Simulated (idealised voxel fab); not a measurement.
Title: Process Module voxel gate over fins
Square cells of 5 nm make up the cross-section cut, whose width is 235 nm.
Cross-section format: a grid of square cells, given as bands from top to bottom; each band is one or more rows of cells.
A band entry consists of two parts. The first gives the height of the band's top and the height of its bottom, in nm. The rest lists the band's materials from left to right, each with its width in nm. A single material labelled with the word "all across" fills the band from edge to edge, and the word "blank" marks empty space.
The level at which height equals 0 is the one under which the wafer, as it arrives, is entirely one material. No lower edge exists for the bottom band, which continues downward and is notated as in "0 -> down".
A width given as "30->40" starts at the first number in the band's top row and ends at the second number in its bottom row, shifting by an equal amount at every step from row to row.
"no change occurred" after a step means that no cell of the cross-section changed.
In "Cavities, closed" the enclosed voids are listed, meaning empty spaces of 8 cells or larger without any opening to the top. The form is width x height at distance, distance from the left edge, units nm.
Formally, on a step line, whatever follows the settings is a remark that the simulator itself makes on the step.
The setting "overlay nm" may be written on the line of a step. When the step uses a mask, the value reports how far to the right of the planned place the mask lay, and a negative value reports that it lay to the left.

-- Below is the list of planned process steps
1. RECEIVE, material Si
2. CONFORMAL_DEP, material SiN, thk nm 10
3. DIRECTIONAL_DEP, material aC, thk nm 15
4. PATTERN, tone cover, mask id FINS, material resist, width nm 15, pitch nm 40, thk nm 35, overlay nm 0
5. DIRECTIONAL_ETCH, etch materials aC, depth nm 15
6. STRIP, etch materials resist
7. DIRECTIONAL_ETCH, etch materials SiN, depth nm 10
8. DIRECTIONAL_ETCH, etch materials Si, depth nm 40
9. STRIP, etch materials aC
10. FILL_DEP, material SiO2, thk nm 5
11. CMP, height nm 10
12. SELECTIVE_ETCH, etch materials SiO2, depth nm 25
13. STRIP, etch materials SiN
14. CONFORMAL_DEP, material HfO2, thk nm 5
15. CONFORMAL_DEP, material TiN, thk nm 5
16. CONFORMAL_DEP, material TiAl, thk nm 5
17. CONFORMAL_DEP, material TiN, thk nm 5
18. FILL_DEP, material W, thk nm 10
19. CMP, height nm 25
20. CONFORMAL_DEP, material SiN, thk nm 10

-- First of two wafers, processed according to plan

-- Received-state cross-section, reflecting completion of step 1
> 0 -> down = Si all across
> Cavities, closed: none

-- The wafer in cross-section once step 2 is complete
> 10 -> 0 = SiN all across
> Nothing below the height 0 has changed.

-- The wafer in cross-section once step 3 is complete
> 25 -> 10 = aC all across
> Nothing below the height 10 has changed.

-- The wafer in cross-section once step 4 is complete
> 60 -> 25 = blank=90  resist=15  blank=25  resist=15  blank=90
> Nothing below the height 25 has changed.

-- The wafer in cross-section once step 5 is complete
> 45 -> 25 = blank=90  resist=15  blank=25  resist=15  blank=90
> 25 -> 10 = blank=90  aC=15  blank=25  aC=15  blank=90
> Nothing below the height 10 has changed.

-- The wafer in cross-section once step 6 is complete
> 25 -> 10 = blank=90  aC=15  blank=25  aC=15  blank=90
> Nothing below the height 10 has changed.

-- The wafer in cross-section once step 7 is complete
> 25 -> 10 = blank=90  aC=15  blank=25  aC=15  blank=90
> 10 -> 0 = blank=90  SiN=15  blank=25  SiN=15  blank=90
> Nothing below the height 0 has changed.

-- The wafer in cross-section once step 8 is complete
> 25 -> 10 = blank=90  aC=15  blank=25  aC=15  blank=90
> 10 -> 0 = blank=90  SiN=15  blank=25  SiN=15  blank=90
> 0 -> -40 = blank=90  Si=15  blank=25  Si=15  blank=90
> Nothing below the height -40 has changed.

-- The wafer in cross-section once step 9 is complete
> 10 -> 0 = blank=90  SiN=15  blank=25  SiN=15  blank=90
> Nothing below the height 0 has changed.

-- The wafer in cross-section once step 10 is complete
> 15 -> 10 = SiO2 all across
> 10 -> 0 = SiO2=90  SiN=15  SiO2=25  SiN=15  SiO2=90
> 0 -> -40 = SiO2=90  Si=15  SiO2=25  Si=15  SiO2=90
> Nothing below the height -40 has changed.

-- The wafer in cross-section once step 11 is complete
> 10 -> 0 = SiO2=90  SiN=15  SiO2=25  SiN=15  SiO2=90
> Nothing below the height 0 has changed.

-- The wafer in cross-section once step 12 is complete
> 10 -> 0 = blank=90  SiN=15  blank=25  SiN=15  blank=90
> 0 -> -15 = blank=90  Si=15  blank=25  Si=15  blank=90
> Nothing below the height -15 has changed.

-- The wafer in cross-section once step 13 is complete
> 0 -> -15 = blank=90  Si=15  blank=25  Si=15  blank=90
> Nothing below the height -15 has changed.

-- The wafer in cross-section once step 14 is complete
> 5 -> 0 = blank=85  HfO2=25  blank=15  HfO2=25  blank=85
> 0 -> -10 = blank=85  HfO2=5  Si=15  HfO2=5  blank=15  HfO2=5  Si=15  HfO2=5  blank=85
> -10 -> -15 = HfO2=90  Si=15  HfO2=25  Si=15  HfO2=90
> Nothing below the height -15 has changed.

-- The wafer in cross-section once step 15 is complete
> 10 -> 5 = blank=80  TiN=35  blank=5  TiN=35  blank=80
> 5 -> 0 = blank=80  TiN=5  HfO2=25  TiN=5  blank=5  TiN=5  HfO2=25  TiN=5  blank=80
> 0 -> -5 = blank=80  TiN=5  HfO2=5  Si=15  HfO2=5  TiN=5  blank=5  TiN=5  HfO2=5  Si=15  HfO2=5  TiN=5  blank=80
> -5 -> -10 = TiN=85  HfO2=5  Si=15  HfO2=5  TiN=15  HfO2=5  Si=15  HfO2=5  TiN=85
> Nothing below the height -10 has changed.

-- The wafer in cross-section once step 16 is complete
> 15 -> 10 = blank=75  TiAl=85  blank=75
> 10 -> 5 = blank=75  TiAl=5  TiN=35  TiAl=5  TiN=35  TiAl=5  blank=75
> 5 -> 0 = blank=75  TiAl=5  TiN=5  HfO2=25  TiN=5  TiAl=5  TiN=5  HfO2=25  TiN=5  TiAl=5  blank=75
> 0 -> -5 = TiAl=80  TiN=5  HfO2=5  Si=15  HfO2=5  TiN=5  TiAl=5  TiN=5  HfO2=5  Si=15  HfO2=5  TiN=5  TiAl=80
> Nothing below the height -5 has changed.

-- The wafer in cross-section once step 17 is complete
> 20 -> 15 = blank=70  TiN=95  blank=70
> 15 -> 10 = blank=70  TiN=5  TiAl=85  TiN=5  blank=70
> 10 -> 5 = blank=70  TiN=5  TiAl=5  TiN=35  TiAl=5  TiN=35  TiAl=5  TiN=5  blank=70
> 5 -> 0 = TiN=75  TiAl=5  TiN=5  HfO2=25  TiN=5  TiAl=5  TiN=5  HfO2=25  TiN=5  TiAl=5  TiN=75
> Nothing below the height 0 has changed.

-- The wafer in cross-section once step 18 is complete
> 30 -> 20 = W all across
> 20 -> 15 = W=70  TiN=95  W=70
> 15 -> 10 = W=70  TiN=5  TiAl=85  TiN=5  W=70
> 10 -> 5 = W=70  TiN=5  TiAl=5  TiN=35  TiAl=5  TiN=35  TiAl=5  TiN=5  W=70
> Nothing below the height 5 has changed.

-- The wafer in cross-section once step 19 is complete
> 25 -> 20 = W all across
> Nothing below the height 20 has changed.

-- The wafer in cross-section once step 20 is complete
> 35 -> 25 = SiN all across
> Nothing below the height 25 has changed.

-- For the second wafer, take the first wafer's start and plan, then add one mistake made in running it; everything through step 14, that step included, is shared with the first

The second wafer cut through, at the time step 15 was supposed to be finished: no change occurred

-- The second wafer cut through, at the time step 16 was supposed to be finished
> 10 -> 5 = blank=80  TiAl=35  blank=5  TiAl=35  blank=80
> 5 -> 0 = blank=80  TiAl=5  HfO2=25  TiAl=5  blank=5  TiAl=5  HfO2=25  TiAl=5  blank=80
> 0 -> -5 = blank=80  TiAl=5  HfO2=5  Si=15  HfO2=5  TiAl=5  blank=5  TiAl=5  HfO2=5  Si=15  HfO2=5  TiAl=5  blank=80
> -5 -> -10 = TiAl=85  HfO2=5  Si=15  HfO2=5  TiAl=15  HfO2=5  Si=15  HfO2=5  TiAl=85
> Nothing below the height -10 has changed.

-- The second wafer cut through, at the time step 17 was supposed to be finished
> 15 -> 10 = blank=75  TiN=85  blank=75
> 10 -> 5 = blank=75  TiN=5  TiAl=35  TiN=5  TiAl=35  TiN=5  blank=75
> 5 -> 0 = blank=75  TiN=5  TiAl=5  HfO2=25  TiAl=5  TiN=5  TiAl=5  HfO2=25  TiAl=5  TiN=5  blank=75
> 0 -> -5 = TiN=80  TiAl=5  HfO2=5  Si=15  HfO2=5  TiAl=5  TiN=5  TiAl=5  HfO2=5  Si=15  HfO2=5  TiAl=5  TiN=80
> Nothing below the height -5 has changed.

-- The second wafer cut through, at the time step 18 was supposed to be finished
> 25 -> 15 = W all across
> 15 -> 10 = W=75  TiN=85  W=75
> 10 -> 5 = W=75  TiN=5  TiAl=35  TiN=5  TiAl=35  TiN=5  W=75
> 5 -> 0 = W=75  TiN=5  TiAl=5  HfO2=25  TiAl=5  TiN=5  TiAl=5  HfO2=25  TiAl=5  TiN=5  W=75
> Nothing below the height 0 has changed.

The second wafer cut through, at the time step 19 was supposed to be finished: no change occurred

-- The second wafer cut through, at the time step 20 was supposed to be finished
> 35 -> 25 = SiN all across
> Nothing below the height 25 has changed.
Where did the run depart from the plan? the plan's step 15 was left out and never carried out
End check, counted in cells, second wafer has more or fewer of these materials than the first: TiAl: 3 more; TiN: 56 fewer; W: 53 more
